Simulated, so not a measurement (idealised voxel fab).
Process module heading - voxel wiring stack
Cross-section cut spans 255 nm and uses square cells 5 nm in size.
This document writes a cross-section as a grid whose cells are square, and gives it as bands, listed from the top down; one or more rows of cells form a band. A band entry consists of two parts. The first gives the height of the band's top and the height of its bottom, in nm. The rest lists the band's materials from left to right, each with its width in nm. A single material labelled with the word "everywhere" fills the band from edge to edge, and the word "blank" marks empty space. Where do heights start? At 0: under that level the wafer as delivered is made of one material only. And the lowest band has no floor; it just carries on downward, as in "0..down". Quick explanation for "30->40": the width changes in equal steps down the rows of cells, from the first number in the band's top row to the second number in its bottom row. No cell of the cross-section changed in a step that is given as "no modifications". Under "Voids lacking openings" you'll find the enclosed gaps, the ones with no way out to the top, that are 8 cells or bigger; each reads width x height at distance, with distance counted from the left edge, everything in nm. Whatever follows a step's settings on its line is a remark the simulator itself makes about that step. If you see "overlay nm" on a step's line and that step has a mask, it's telling you how far right of where it was planned the mask ended up; a negative number means it went left instead.
## Here's what the planned process steps look like
1: RECEIVE with material Si
2: CONFORMAL_DEP with material SiO2, thk nm 15
3: CONFORMAL_DEP with material SiCN, thk nm 5
4: DIRECTIONAL_DEP with material lowk, thk nm 15
5: DIRECTIONAL_DEP with material aC, thk nm 15
6: PATTERN with tone open, mask id METAL_1, material resist, width nm 25, pitch nm 50, thk nm 30, overlay nm 0
7: DIRECTIONAL_ETCH with etch materials aC, depth nm 15
8: STRIP with etch materials resist
9: DIRECTIONAL_ETCH with etch materials lowk, depth nm 15
10: DIRECTIONAL_ETCH with etch materials SiCN, depth nm 5
11: STRIP with etch materials aC
12: CONFORMAL_DEP with material TiN, thk nm 5
13: FILL_DEP with material Cu, thk nm 5
14: CMP with height nm 35
15: CONFORMAL_DEP with material SiCN, thk nm 5
16: DIRECTIONAL_DEP with material lowk, thk nm 15
17: DIRECTIONAL_DEP with material aC, thk nm 15
18: PATTERN with tone open, mask id PLUG_1, material resist, width nm 15, pitch nm 50, thk nm 35, overlay nm 0
19: DIRECTIONAL_ETCH with etch materials aC, depth nm 15
20: STRIP with etch materials resist
21: DIRECTIONAL_ETCH with etch materials lowk, depth nm 15
22: DIRECTIONAL_ETCH with etch materials SiCN, depth nm 5
23: STRIP with etch materials aC
24: EPI with material Ru, thk nm 10
25: EPI with material Ru, thk nm 10
26: CONFORMAL_DEP with material SiN, thk nm 5
27: DIRECTIONAL_DEP with material lowk, thk nm 15
28: MASKED_ETCH with tone open, mask id METAL_2, width nm 25, pitch nm 50, etch materials lowk, depth nm 15, overlay nm 0
29: MASKED_ETCH with tone open, mask id METAL_2, width nm 25, pitch nm 50, etch materials SiN, depth nm 5, overlay nm 0
30: CONFORMAL_DEP with material TiN, thk nm 5
31: FILL_DEP with material W, thk nm 5
32: CMP with height nm 75
33: CONFORMAL_DEP with material SiCN, thk nm 5
34: DIRECTIONAL_DEP with material SiO2, thk nm 15
35: PATTERN with tone open, mask id PLUG_2, material resist, width nm 15, pitch nm 50, thk nm 15, overlay nm 0
36: DIRECTIONAL_ETCH with etch materials SiO2, depth nm 15
37: DIRECTIONAL_ETCH with etch materials SiCN, depth nm 5
38: STRIP with etch materials resist
39: EPI with material Ru, thk nm 10
40: EPI with material Ru, thk nm 10
41: DIRECTIONAL_DEP with material TiN, thk nm 5
42: DIRECTIONAL_DEP with material W, thk nm 15
43: DIRECTIONAL_DEP with material aC, thk nm 10
44: PATTERN with tone cover, mask id METAL_3, material resist, width nm 15, pitch nm 50, thk nm 25, overlay nm 0
45: DIRECTIONAL_ETCH with etch materials aC, depth nm 10
46: STRIP with etch materials resist
47: DIRECTIONAL_ETCH with etch materials W, depth nm 15
48: DIRECTIONAL_ETCH with etch materials TiN, depth nm 5
49: STRIP with etch materials aC
50: CONFORMAL_DEP with material SiCN, thk nm 5
51: FILL_DEP with material SiO2, thk nm 10
52: CMP with height nm 115
53: CONFORMAL_DEP with material SiCN, thk nm 5
It is noted that the wafers described herein are identical at the outset and are distinguished by the width nm of step 44; the value stated in the plan corresponds to the first wafer.
## Cross-section of the first of several received wafers, showing its state after step 1
- 0..down | Si everywhere
- Voids lacking openings: none
## Cross-section, first of several wafers, end of module, after last step 53
- 120..115 | SiCN everywhere
- 115..100 | SiO2 (90) / SiCN (5) / W (15) / SiCN (5) / SiO2 (25) / SiCN (5) / W (15) / SiCN (5) / SiO2 (90)
- 100..95 | SiCN (95) / TiN (15) / SiCN (35) / TiN (15) / SiCN (95)
- 95..80 | SiO2 (90) / Ru (15) / SiO2 (35) / Ru (15) / SiO2 (100)
- 80..75 | SiCN (90) / Ru (15) / SiCN (35) / Ru (15) / SiCN (100)
- 75..60 | lowk (90) / TiN (5) / W (15) / TiN (5) / lowk (25) / TiN (5) / W (15) / TiN (5) / lowk (90)
- 60..55 | SiN (90) / TiN (25) / SiN (25) / TiN (25) / SiN (90)
- 55..40 | lowk (90) / Ru (15) / lowk (35) / Ru (15) / lowk (100)
- 40..35 | SiCN (90) / Ru (15) / SiCN (35) / Ru (15) / SiCN (100)
- 35..20 | lowk (90) / TiN (5) / Cu (15) / TiN (5) / lowk (25) / TiN (5) / Cu (15) / TiN (5) / lowk (90)
- 20..15 | SiCN (90) / TiN (25) / SiCN (25) / TiN (25) / SiCN (90)
- 15..0 | SiO2 everywhere
- 0..down | Si everywhere
- Voids lacking openings: none
## Cross-section of the last wafer at end of module
- 120..115 | SiCN everywhere
- 115..100 | SiO2 (80) / SiCN (5) / W (35) / SiCN (5) / SiO2 (5) / SiCN (5) / W (35) / SiCN (5) / SiO2 (80)
- 100..95 | SiCN (85) / TiN (35) / SiCN (15) / TiN (35) / SiCN (85)
- 95..80 | SiO2 (90) / Ru (15) / SiO2 (35) / Ru (15) / SiO2 (100)
- 80..75 | SiCN (90) / Ru (15) / SiCN (35) / Ru (15) / SiCN (100)
- 75..60 | lowk (90) / TiN (5) / W (15) / TiN (5) / lowk (25) / TiN (5) / W (15) / TiN (5) / lowk (90)
- 60..55 | SiN (90) / TiN (25) / SiN (25) / TiN (25) / SiN (90)
- 55..40 | lowk (90) / Ru (15) / lowk (35) / Ru (15) / lowk (100)
- 40..35 | SiCN (90) / Ru (15) / SiCN (35) / Ru (15) / SiCN (100)
- 35..20 | lowk (90) / TiN (5) / Cu (15) / TiN (5) / lowk (25) / TiN (5) / Cu (15) / TiN (5) / lowk (90)
- 20..15 | SiCN (90) / TiN (25) / SiCN (25) / TiN (25) / SiCN (90)
- 15..0 | SiO2 everywhere
- 0..down | Si everywhere
- Voids lacking openings: none
## Per-wafer rows below. For each material: cells gained (+) or lost (-) since the wafer was received, as of end of module. Then: closed voids
width nm 15 | +18 Cu | +48 Ru | +239 SiCN | +41 SiN | +411 SiO2 | +50 TiN | +36 W | +381 lowk | Voids lacking openings: none
width nm 20 | +18 Cu | +48 Ru | +237 SiCN | +41 SiN | +405 SiO2 | +52 TiN | +42 W | +381 lowk | Voids lacking openings: none
width nm 25 | +18 Cu | +48 Ru | +235 SiCN | +41 SiN | +399 SiO2 | +54 TiN | +48 W | +381 lowk | Voids lacking openings: none
width nm 30 | +18 Cu | +48 Ru | +233 SiCN | +41 SiN | +393 SiO2 | +56 TiN | +54 W | +381 lowk | Voids lacking openings: none
width nm 35 | +18 Cu | +48 Ru | +231 SiCN | +41 SiN | +387 SiO2 | +58 TiN | +60 W | +381 lowk | Voids lacking openings: none
